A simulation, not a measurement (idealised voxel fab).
The following is a process module called voxel capacitor over wiring.
It is cross-section cut that appears here, measuring 160 nm in width, its square cells being 5 nm in size.
Reading order for cross-sections: top band down to bottom band. Underlying form: a grid of square cells. Band size: one or more rows of cells. Band entry format. Leading values: height of top, height of bottom, nm. Remainder: materials in left-to-right order, each with its width in nm. Special words: "full width" on a single material, which then fills the band edge to edge; "blank", empty space. Note: height 0 marks the level under which the wafer is uniformly one material as received. Lowest band unbounded below, written "from 0 down". The notation "30 to 40" denotes a width that varies across the rows of cells in the band, beginning at the first number in the top row, finishing at the second number in the bottom row, and changing by an identical amount from each row to the next. The designation "stayed the same", where it is given for a processing step, indicates that no cell of the cross-section was altered in the course of that step. "Sealed internal voids": sealed empty spaces, 8 cells or more, no open way to top, listed width x height at distance, with distance from the left edge and width, height and distance in nm. Text after the settings on a step's line: the simulator's own remark on that step. When a step includes a mask, the "overlay nm" setting on its line states how far to the right of its planned place that mask lay, and negative values state how far to the left.

The following list gives the planned process steps
1 RECEIVE: material Si
2 CONFORMAL_DEP: material SiO2, thk nm 10
3 DIRECTIONAL_DEP: material TiN, thk nm 5
4 DIRECTIONAL_DEP: material Ru, thk nm 15
5 MASKED_ETCH: tone cover, mask id METAL_1, width nm 20, pitch nm 90, etch materials Ru, depth nm 15, overlay nm 0
6 MASKED_ETCH: tone cover, mask id METAL_1, width nm 20, pitch nm 90, etch materials TiN, depth nm 5, overlay nm 0
7 CONFORMAL_DEP: material SiN, thk nm 5
8 FILL_DEP: material lowk, thk nm 5
9 CMP: height nm 30
10 CONFORMAL_DEP: material SiCN, thk nm 5
11 DIRECTIONAL_DEP: material lowk, thk nm 20
12 DIRECTIONAL_DEP: material aC, thk nm 10
13 PATTERN: tone open, mask id PLUG_1, material resist, width nm 15, thk nm 25, overlay nm 0
14 DIRECTIONAL_ETCH: etch materials aC, depth nm 10
15 STRIP: etch materials resist
16 DIRECTIONAL_ETCH: etch materials lowk, depth nm 20
17 DIRECTIONAL_ETCH: etch materials SiCN, depth nm 5
18 STRIP: etch materials aC
19 EPI: material Ru, thk nm 10
20 EPI: material Ru, thk nm 10
21 EPI: material Ru, thk nm 5
22 DIRECTIONAL_DEP: material TiN, thk nm 10
23 DIRECTIONAL_DEP: material Al2O3, thk nm 5
24 DIRECTIONAL_DEP: material TiN, thk nm 10
25 MASKED_ETCH: tone cover, mask id UPPER_PLATE, width nm 75, etch materials TiN, depth nm 10, overlay nm 0
26 MASKED_ETCH: tone cover, mask id UPPER_PLATE, width nm 75, etch materials Al2O3, depth nm 5, overlay nm 0
27 DIRECTIONAL_DEP: material aC, thk nm 15
28 PATTERN: tone cover, mask id LOWER_PLATE, material resist, width nm 85, thk nm 35, overlay nm 0
29 DIRECTIONAL_ETCH: etch materials aC, depth nm 15
30 STRIP: etch materials resist
31 DIRECTIONAL_ETCH: etch materials TiN, depth nm 10
32 STRIP: etch materials aC
33 FILL_DEP: material SiO2, thk nm 20
34 CMP: height nm 95
35 PATTERN: tone open, mask id PLUG_2, material resist, width nm 15, thk nm 20, overlay nm 0
36 DIRECTIONAL_ETCH: etch materials SiO2, depth nm 15
37 STRIP: etch materials resist
38 CONFORMAL_DEP: material TiN, thk nm 5
39 FILL_DEP: material Cu, thk nm 5
40 CMP: height nm 95
41 CONFORMAL_DEP: material SiCN, thk nm 5

Incoming wafer, cross-sectional view, post step 1
	from 0 down: Si full width
	Sealed internal voids: none

As-planned run: cross-section of the first of two wafers at end of module
	from 100 to 95: SiCN full width
	from 95 to 85: 40 of SiO2, then 5 of TiN, then 5 of Cu, then 5 of TiN, then 105 of SiO2
	from 85 to 80: 40 of SiO2, then 15 of TiN, then 105 of SiO2
	from 80 to 70: 30 of SiO2, then 75 of TiN, then 55 of SiO2
	from 70 to 65: 30 of SiO2, then 75 of Al2O3, then 55 of SiO2
	from 65 to 55: 25 of SiO2, then 85 of TiN, then 50 of SiO2
	from 55 to 35: 30 of lowk, then 15 of Ru, then 115 of lowk
	from 35 to 30: 30 of SiCN, then 15 of Ru, then 115 of SiCN
	from 30 to 15: 20 of lowk, then 5 of SiN, then 20 of Ru, then 5 of SiN, then 60 of lowk, then 5 of SiN, then 20 of Ru, then 5 of SiN, then 20 of lowk
	from 15 to 10: 25 of SiN, then 20 of TiN, then 70 of SiN, then 20 of TiN, then 25 of SiN
	from 10 to 0: SiO2 full width
	from 0 down: Si full width
	Sealed internal voids: none

Wafer two (of two), end-of-module cross-section: start = wafer one, plan = wafer one, one run mistake
	from 100 to 95: SiCN full width
	from 95 to 85: 40 of SiO2, then 5 of TiN, then 5 of Cu, then 5 of TiN, then 105 of SiO2
	from 85 to 80: 40 of SiO2, then 15 of TiN, then 105 of SiO2
	from 80 to 70: 45 of SiO2, then 60 of TiN, then 55 of SiO2
	from 70 to 65: 45 of SiO2, then 60 of Al2O3, then 55 of SiO2
	from 65 to 55: 25 of SiO2, then 5 of TiN, then 15 of SiO2, then 65 of TiN, then 50 of SiO2
	from 55 to 45: 30 of lowk, then 15 of TiN, then 115 of lowk
	from 45 to 40: 30 of lowk, then 15 of Al2O3, then 115 of lowk
	from 40 to 35: 30 of lowk, then 15 of TiN, then 115 of lowk
	from 35 to 30: 30 of SiCN, then 15 of TiN, then 115 of SiCN
	from 30 to 25: 20 of lowk, then 30 of SiN, then 60 of lowk, then 30 of SiN, then 20 of lowk
	from 25 to 15: 20 of lowk, then 5 of SiN, then 20 of Ru, then 5 of SiN, then 60 of lowk, then 5 of SiN, then 20 of Ru, then 5 of SiN, then 20 of lowk
	from 15 to 10: 25 of SiN, then 20 of Ru, then 70 of SiN, then 20 of Ru, then 25 of SiN
	from 10 to 0: SiO2 full width
	from 0 down: Si full width
	Sealed internal voids: none
The mistake made against the process plan was this: heads up, step 3 of the plan was skipped and never actually ran
Bottom line after processing is that, in cells, the second wafer is up or down on some materials versus the first: 15 fewer of Ru; 8 more of SiN; 15 more of SiO2; 8 fewer of TiN
